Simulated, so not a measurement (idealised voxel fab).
process module | voxel ribs on slabs
cross-section cut | 230 nm wide | cells 5 nm
A cross-section is a grid of square cells, given in bands from the top down. A band is one or more rows of cells.
Each band's line starts with the height of the band's top and of its bottom, in nm. Then come its materials from left to right, each with its width in nm. One material with "throughout" fills the band from edge to edge. "air" is empty space.
Height 0 is the level under which the wafer as received is all one material. The lowest band goes on downwards, as in "0 down".
A width such as "30 to 40" changes by the same amount from each row of cells to the next, from the band's top row to its bottom row.
"no change" after a step means that no cell of the cross-section changed.
closed voids: empty space of 8 cells or more with no open way to the top, each as width x height at its distance from the left edge, in nm
after a step's settings: what the simulator itself notes on the step
overlay nm, on a step with a mask: how far to the right of its planned place the mask lay; to the left if negative
plan
1 op RECEIVE | material Si
2 op DIRECTIONAL_DEP | material SiO2 | thk nm 20
3 op DIRECTIONAL_DEP | material polySi | thk nm 20
4 op DIRECTIONAL_DEP | material aC | thk nm 10
5 op PATTERN | tone cover | mask id RIB | material resist | width nm 25 | thk nm 30 | overlay nm 0
6 op DIRECTIONAL_ETCH | etch materials aC | depth nm 10
7 op STRIP | etch materials resist
8 op DIRECTIONAL_ETCH | etch materials polySi | depth nm 5
9 op STRIP | etch materials aC
10 op MASKED_ETCH | tone cover | mask id SLAB | width nm 65 | etch materials polySi | depth nm 15 | overlay nm 0
11 op FILL_DEP | material SiO2 | thk nm 20
12 op CMP | height nm 55
13 op DIRECTIONAL_DEP | material W | thk nm 5
14 op PATTERN | tone cover | mask id HEATER | material resist | width nm 35 | thk nm 20 | overlay nm 0
15 op DIRECTIONAL_ETCH | etch materials W | depth nm 5
16 op STRIP | etch materials resist
17 op CONFORMAL_DEP | material SiO2 | thk nm 5
as received, after step 1
  0 down: Si throughout
  closed voids: none
first wafer at the end, as planned
  65 to 60: air 90 | SiO2 45 | air 95
  60 to 55: SiO2 95 | W 35 | SiO2 100
  55 to 40: SiO2 throughout
  40 to 35: SiO2 100 | polySi 25 | SiO2 105
  35 to 20: SiO2 80 | polySi 65 | SiO2 85
  20 to 0: SiO2 throughout
  0 down: Si throughout
  closed voids: none
second wafer at the end: like start, like plan, one mistake
  65 to 60: air 90 | SiO2 45 | air 95
  60 to 55: SiO2 95 | W 35 | SiO2 100
  55 to 35: SiO2 throughout
  35 to 30: SiO2 100 | polySi 25 | SiO2 105
  30 to 15: SiO2 80 | polySi 65 | SiO2 85
  15 to 0: SiO2 throughout
  0 down: Si throughout
  closed voids: none
what went wrong: step 2 ran as: op DIRECTIONAL_DEP | material SiO2 | thk nm 15
at the end the second wafer has, in cells: as many of each material as the first, in other places
